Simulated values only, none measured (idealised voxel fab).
process module | voxel capacitor over wiring
The cross-section shown here is cut; it is 240 nm wide and divided into square cells measuring 5 nm on a side.
Just so we're on the same page, the cross-sections are grids of square cells, and they're listed out in bands top to bottom, each band one or more rows deep.
Each band's line starts with the height of the band's top and of its bottom, in nm. Then come its materials from left to right, each with its width in nm. One material with "edge to edge" fills the band from edge to edge. "blank" is empty space.
Counting heights begins at 0, where everything beneath is, in the wafer as received, one material. The lowest band has no bottom; it goes on downwards, as "0 down" shows.
Width "30->40": first value at the band's top row of cells, second value at its bottom row, equal change from row to row.
Step note "nothing was modified" = no cross-section cell changed.
"Closed cavities" lists enclosed empty spaces (at least 8 cells, no open path upward to the top), each as width x height at distance from the left edge, in nm.
Past the settings on a step's line: simulator remark, on that step.
The optional step-line setting "overlay nm" applies to steps with a mask and quantifies how far to the right of its planned location the mask lay, a negative value indicating leftward placement.

The planned process steps are enumerated hereunder:
1: RECEIVE,material Si
2: CONFORMAL_DEP,material SiO2,thk nm 15
3: DIRECTIONAL_DEP,material TiN,thk nm 5
4: DIRECTIONAL_DEP,material Ru,thk nm 25
5: DIRECTIONAL_DEP,material aC,thk nm 15
6: PATTERN,tone cover,mask id METAL_1,material resist,width nm 20,pitch nm 75,thk nm 35,overlay nm 0
7: DIRECTIONAL_ETCH,etch materials aC,depth nm 15
8: STRIP,etch materials resist
9: DIRECTIONAL_ETCH,etch materials Ru,depth nm 25
10: DIRECTIONAL_ETCH,etch materials TiN,depth nm 5
11: STRIP,etch materials aC
12: CONFORMAL_DEP,material SiCN,thk nm 5
13: FILL_DEP,material lowk,thk nm 5
14: CMP,height nm 45
15: CONFORMAL_DEP,material SiCN,thk nm 5
16: DIRECTIONAL_DEP,material SiO2,thk nm 15
17: PATTERN,tone open,mask id PLUG_1,material resist,width nm 15,thk nm 20,overlay nm 0
18: DIRECTIONAL_ETCH,etch materials SiO2,depth nm 15
19: DIRECTIONAL_ETCH,etch materials SiCN,depth nm 5
20: STRIP,etch materials resist
21: CONFORMAL_DEP,material TiN,thk nm 5
22: FILL_DEP,material Ru,thk nm 5
23: CMP,height nm 65
24: DIRECTIONAL_DEP,material TiN,thk nm 10
25: DIRECTIONAL_DEP,material HfO2,thk nm 5
26: DIRECTIONAL_DEP,material TiN,thk nm 5
27: MASKED_ETCH,tone cover,mask id UPPER_PLATE,width nm 60,etch materials TiN,depth nm 5,overlay nm 0
28: MASKED_ETCH,tone cover,mask id UPPER_PLATE,width nm 60,etch materials HfO2,depth nm 5,overlay nm 0
29: PATTERN,tone cover,mask id LOWER_PLATE,material resist,width nm 70,thk nm 15,overlay nm 0
30: DIRECTIONAL_ETCH,etch materials TiN,depth nm 10
31: STRIP,etch materials resist
32: FILL_DEP,material SiO2,thk nm 20
33: CMP,height nm 100
34: DIRECTIONAL_DEP,material aC,thk nm 10
35: PATTERN,tone open,mask id PLUG_2,material resist,width nm 15,thk nm 30,overlay nm 0
36: DIRECTIONAL_ETCH,etch materials aC,depth nm 10
37: STRIP,etch materials resist
38: DIRECTIONAL_ETCH,etch materials SiO2,depth nm 15
39: STRIP,etch materials aC
40: CONFORMAL_DEP,material TiN,thk nm 5
41: FILL_DEP,material W,thk nm 5
42: CMP,height nm 100
43: CONFORMAL_DEP,material SiCN,thk nm 5

Wafer as received: cross-section following step 1:
* 0 down | Si edge to edge
* Closed cavities: none

Module complete - cross-section of the first of two wafers, run according to plan:
* 105 to 100 | SiCN edge to edge
* 100 to 90 | 85 of SiO2; 5 of TiN; 5 of W; 5 of TiN; 140 of SiO2
* 90 to 80 | 85->75 of SiO2; 15->60 of TiN; 140->105 of SiO2
* 80 to 75 | 75 of SiO2; 60 of HfO2; 105 of SiO2
* 75 to 65 | 70 of SiO2; 70 of TiN; 100 of SiO2
* 65 to 50 | 75 of SiO2; 5 of TiN; 5 of Ru; 5 of TiN; 150 of SiO2
* 50 to 45 | 75 of SiCN; 15 of TiN; 150 of SiCN
* 45 to 20 | 65 of lowk; 5 of SiCN; 20 of Ru; 5 of SiCN; 45 of lowk; 5 of SiCN; 20 of Ru; 5 of SiCN; 70 of lowk
* 20 to 15 | 70 of SiCN; 20 of TiN; 55 of SiCN; 20 of TiN; 75 of SiCN
* 15 to 0 | SiO2 edge to edge
* 0 down | Si edge to edge
* Closed cavities: none

Here's the second of our two wafers sectioned at module end. Same start as the first, same plan, but one mistake got made running it:
* 105 to 100 | SiCN edge to edge
* 100 to 90 | 85 of SiO2; 5 of TiN; 5 of W; 5 of TiN; 140 of SiO2
* 90 to 80 | 85->70 of SiO2; 15->70 of TiN; 140->100 of SiO2
* 80 to 75 | 70 of SiO2; 70 of HfO2; 100 of SiO2
* 75 to 65 | 70 of SiO2; 70 of TiN; 100 of SiO2
* 65 to 50 | 75 of SiO2; 5 of TiN; 5 of Ru; 5 of TiN; 150 of SiO2
* 50 to 45 | 75 of SiCN; 15 of TiN; 150 of SiCN
* 45 to 20 | 65 of lowk; 5 of SiCN; 20 of Ru; 5 of SiCN; 45 of lowk; 5 of SiCN; 20 of Ru; 5 of SiCN; 70 of lowk
* 20 to 15 | 70 of SiCN; 20 of TiN; 55 of SiCN; 20 of TiN; 75 of SiCN
* 15 to 0 | SiO2 edge to edge
* 0 down | Si edge to edge
* Closed cavities: none
Plan not followed: step 27 ran differently from the plan; actual operation with settings: MASKED_ETCH,tone cover,mask id UPPER_PLATE,width nm 70,etch materials TiN,depth nm 5,overlay nm 0
Materials where the second wafer ends with more or fewer cells than the first: HfO2: 2 more, SiO2: 4 fewer, TiN: 2 more
